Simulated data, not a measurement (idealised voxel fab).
Documented hereafter: the process module known as voxel double patterning.
Pictured: cross-section cut, 245 nm wide, on a grid of 5 nm square cells.
Throughout this document, each cross-section is represented as a grid of square cells and is presented as a sequence of bands enumerated from the top downward, where a band comprises one or more rows of cells.
Band: top height; bottom height; in nm. Then, left to right: material with width in nm, for each material. "full width": a single material spanning edge to edge. "blank": empty space.
We count height from 0. Below that, the starting wafer is all one material. The lowest band never ends at the bottom but goes on down; see "0 and below" for how that is written.
It should be noted that a width expressed as "30->40" varies in equal increments from row to row of cells within the band, taking the value of the first number at the top row and that of the second number at the bottom row.
A step reported as "remains unaltered" is a step in which no cell of the cross-section changed.
Empty spaces counting at least 8 cells and having no open way to the top are listed in "Enclosed cavities". The notation width x height at distance is used for each, the distance being from the left edge and all three values in nm.
Heads up: the bit after the settings on a step's line is the simulator's remark on that step.
overlay nm: how far to the right of its planned place the mask lay on this masked step (negative: to the left).
### Planned step list for the process
| 1 | RECEIVE,material Si |
| 2 | CONFORMAL_DEP,material SiO2,thk nm 10 |
| 3 | DIRECTIONAL_DEP,material W,thk nm 15 |
| 4 | DIRECTIONAL_DEP,material SiN,thk nm 5 |
| 5 | PATTERN,tone open,mask id FIRST,material resist,width nm 15,pitch nm 50,thk nm 20,overlay nm 0 |
| 6 | DIRECTIONAL_ETCH,etch materials SiN,depth nm 5 |
| 7 | STRIP,etch materials resist |
| 8 | MASKED_ETCH,tone open,mask id SECOND,width nm 15,etch materials SiN,depth nm 5,overlay nm 0 |
| 9 | DIRECTIONAL_ETCH,etch materials W,depth nm 15 |
| 10 | STRIP,etch materials SiN |
### So this is the incoming wafer in cross-section - it's already been through step 1
* 0 and below | Si full width
* Enclosed cavities: none
### First wafer of two, sectioned at end of module; run went per plan
* 25 down to 10 | 90 of W, then 15 of blank, then 10 of W, then 15 of blank, then 10 of W, then 15 of blank, then 90 of W
* 10 down to 0 | SiO2 full width
* 0 and below | Si full width
* Enclosed cavities: none
### Cross-sectional view: second of two wafers, end of module; start and plan identical to the first, one mistake in running
* 25 down to 10 | 85 of W, then 15 of blank, then 15 of W, then 15 of blank, then 5 of W, then 15 of blank, then 95 of W
* 10 down to 0 | SiO2 full width
* 0 and below | Si full width
* Enclosed cavities: none
The mistake made against the process plan was this: heads up, step 5 didn't go per plan, it actually ran as PATTERN,tone open,mask id FIRST,material resist,width nm 15,pitch nm 50,thk nm 20,overlay nm -5
At the close, every material occupies the same number of cells on the second wafer as on the first, only in different positions.
